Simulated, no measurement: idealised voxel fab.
The name of this process module is voxel transistor to metal.
The cross-section shown here is cut; it is 205 nm wide and divided into square cells measuring 5 nm on a side.
When this document writes out a cross-section, it uses a grid of square cells and lists it as bands, beginning at the top and moving down, with a band standing for one or more rows of cells. For a band, the entry starts with two heights in nm, that of the top and then that of the bottom, and carries on with the band's materials in order from left to right, each alongside its width in nm; the word "full width" beside a single material means it fills the band edge to edge, and "empty" means empty space. Convention: height 0 is the level below which the wafer, as received, is all one material. The lowest band does not terminate at the bottom but continues downward, represented as "0 -> down". Read "30->40" as a graded width: first number on top, second number at the bottom, same change between each pair of neighbouring rows. Step marked "nothing altered"? Then no cell in the cross-section changed in it. In the "Unvented internal voids" entry, you get each enclosed empty space of 8 cells or more, one with no open way to the top, written width x height at distance, distance from the left edge, in nm. Post-settings text on a step line: simulator's own remark regarding the step. The "overlay nm" setting may appear on a step's line; for a step that uses a mask, it gives how far to the right of its planned position the mask lay, and a negative value indicates the left.
-- plan
1. RECEIVE with material Si
2. CONFORMAL_DEP with material SiO2, thk nm 5
3. CONFORMAL_DEP with material SiN, thk nm 15
4. MASKED_ETCH with tone cover, mask id ACTIVE, width nm 90, etch materials SiN, depth nm 15, overlay nm 0
5. MASKED_ETCH with tone cover, mask id ACTIVE, width nm 90, etch materials SiO2, depth nm 5, overlay nm 0
6. MASKED_ETCH with tone cover, mask id ACTIVE, width nm 90, etch materials Si, depth nm 35, overlay nm 0
7. OXIDIZE with depth nm 5
8. FILL_DEP with material SiO2, thk nm 5
9. CMP with height nm 20
10. SELECTIVE_ETCH with etch materials SiO2, depth nm 5
11. STRIP with etch materials SiN
12. SELECTIVE_ETCH with etch materials SiO2, depth nm 5
13. OXIDIZE with depth nm 5
14. DIRECTIONAL_DEP with material polySi, thk nm 20
15. DIRECTIONAL_DEP with material SiCN, thk nm 10
16. DIRECTIONAL_DEP with material aC, thk nm 10
17. PATTERN with tone cover, mask id GATE, material resist, width nm 20, thk nm 30, overlay nm 0
18. DIRECTIONAL_ETCH with etch materials aC, depth nm 10
19. STRIP with etch materials resist
20. DIRECTIONAL_ETCH with etch materials SiCN, depth nm 20
21. DIRECTIONAL_ETCH with etch materials polySi, depth nm 30
22. STRIP with etch materials aC
23. CONFORMAL_DEP with material SiN, thk nm 10
24. DIRECTIONAL_ETCH with etch materials SiN, depth nm 10
25. DIRECTIONAL_ETCH with etch materials SiO2, depth nm 5
26. DIRECTIONAL_ETCH with etch materials Si, depth nm 5
27. EPI with material pSi, thk nm 10
28. FILL_DEP with material SiO2, thk nm 5
29. CMP with height nm 30
30. DIRECTIONAL_DEP with material SiO2, thk nm 15
31. MASKED_ETCH with tone open, mask id CONTACT, width nm 15, pitch nm 65, etch materials SiO2, depth nm 45, overlay nm 0
32. CONFORMAL_DEP with material TiN, thk nm 5
33. FILL_DEP with material W, thk nm 10
34. CMP with height nm 45
35. CONFORMAL_DEP with material SiCN, thk nm 5
36. DIRECTIONAL_DEP with material lowk, thk nm 15
37. MASKED_ETCH with tone open, mask id METAL_1, width nm 15, pitch nm 65, etch materials lowk, depth nm 15, overlay nm 0
38. MASKED_ETCH with tone open, mask id METAL_1, width nm 15, pitch nm 65, etch materials SiCN, depth nm 5, overlay nm 0
39. CONFORMAL_DEP with material TiN, thk nm 5
40. FILL_DEP with material Ru, thk nm 10
41. CMP with height nm 65
42. CONFORMAL_DEP with material SiN, thk nm 5
-- As received (post step 1): cross-section
> 0 -> down  Si full width
> Unvented internal voids: none
-- Run as planned - first of the two wafers cross-sectioned at the end of the module
> 70 -> 65  SiN full width
> 65 -> 50  lowk 60; TiN 5; Ru 5; TiN 5; lowk 50; TiN 5; Ru 5; TiN 5; lowk 65
> 50 -> 45  SiCN 60; TiN 15; SiCN 50; TiN 15; SiCN 65
> 45 -> 30  SiO2 60; TiN 5; W 5; TiN 5; SiO2 50; TiN 5; W 5; TiN 5; SiO2 65
> 30 -> 20  SiO2 60; TiN 5; W 5; TiN 5; SiO2 5; SiN 10; SiCN 20; SiN 10; SiO2 5; TiN 5; W 5; TiN 5; SiO2 65
> 20 -> 10  SiO2 60; TiN 5; W 5; TiN 5; SiO2 5; SiN 10; polySi 20; SiN 10; SiO2 5; TiN 5; W 5; TiN 5; SiO2 65
> 10 -> 5  SiO2 50; SiN 10; TiN 15; SiO2 5; SiN 10; polySi 20; SiN 10; SiO2 5; TiN 15; SiN 10; SiO2 55
> 5 -> 0  SiO2 50; SiN 10; TiN 10; pSi 10; SiN 10; polySi 20; SiN 10; pSi 10; TiN 10; SiN 10; SiO2 55
> 0 -> -5  SiO2 60; pSi 20; SiO2 40; pSi 20; SiO2 65
> -5 -> -10  SiO2 60; pSi 20; Si 40; pSi 20; SiO2 65
> -10 -> -40  SiO2 60; Si 80; SiO2 65
> -40 -> down  Si full width
> Unvented internal voids: none
-- Cross-section of the latter of the two wafers at module completion. It had an identical start and an identical plan to the former; in running it, one mistake was made
> 70 -> 65  SiCN full width
> 65 -> 50  lowk 60; TiN 5; Ru 5; TiN 5; lowk 50; TiN 5; Ru 5; TiN 5; lowk 65
> 50 -> 45  SiCN 60; TiN 15; SiCN 50; TiN 15; SiCN 65
> 45 -> 30  SiO2 60; TiN 5; W 5; TiN 5; SiO2 50; TiN 5; W 5; TiN 5; SiO2 65
> 30 -> 20  SiO2 60; TiN 5; W 5; TiN 5; SiO2 5; SiN 10; SiCN 20; SiN 10; SiO2 5; TiN 5; W 5; TiN 5; SiO2 65
> 20 -> 10  SiO2 60; TiN 5; W 5; TiN 5; SiO2 5; SiN 10; polySi 20; SiN 10; SiO2 5; TiN 5; W 5; TiN 5; SiO2 65
> 10 -> 5  SiO2 50; SiN 10; TiN 15; SiO2 5; SiN 10; polySi 20; SiN 10; SiO2 5; TiN 15; SiN 10; SiO2 55
> 5 -> 0  SiO2 50; SiN 10; TiN 10; pSi 10; SiN 10; polySi 20; SiN 10; pSi 10; TiN 10; SiN 10; SiO2 55
> 0 -> -5  SiO2 60; pSi 20; SiO2 40; pSi 20; SiO2 65
> -5 -> -10  SiO2 60; pSi 20; Si 40; pSi 20; SiO2 65
> -10 -> -40  SiO2 60; Si 80; SiO2 65
> -40 -> down  Si full width
> Unvented internal voids: none
What was done differently from what was planned? for step 42, the planned setting was not used; the step was instead run as CONFORMAL_DEP with material SiCN, thk nm 5
Final tally in cells, some materials are higher or lower on the second wafer than on the first: SiCN +41, SiN -41
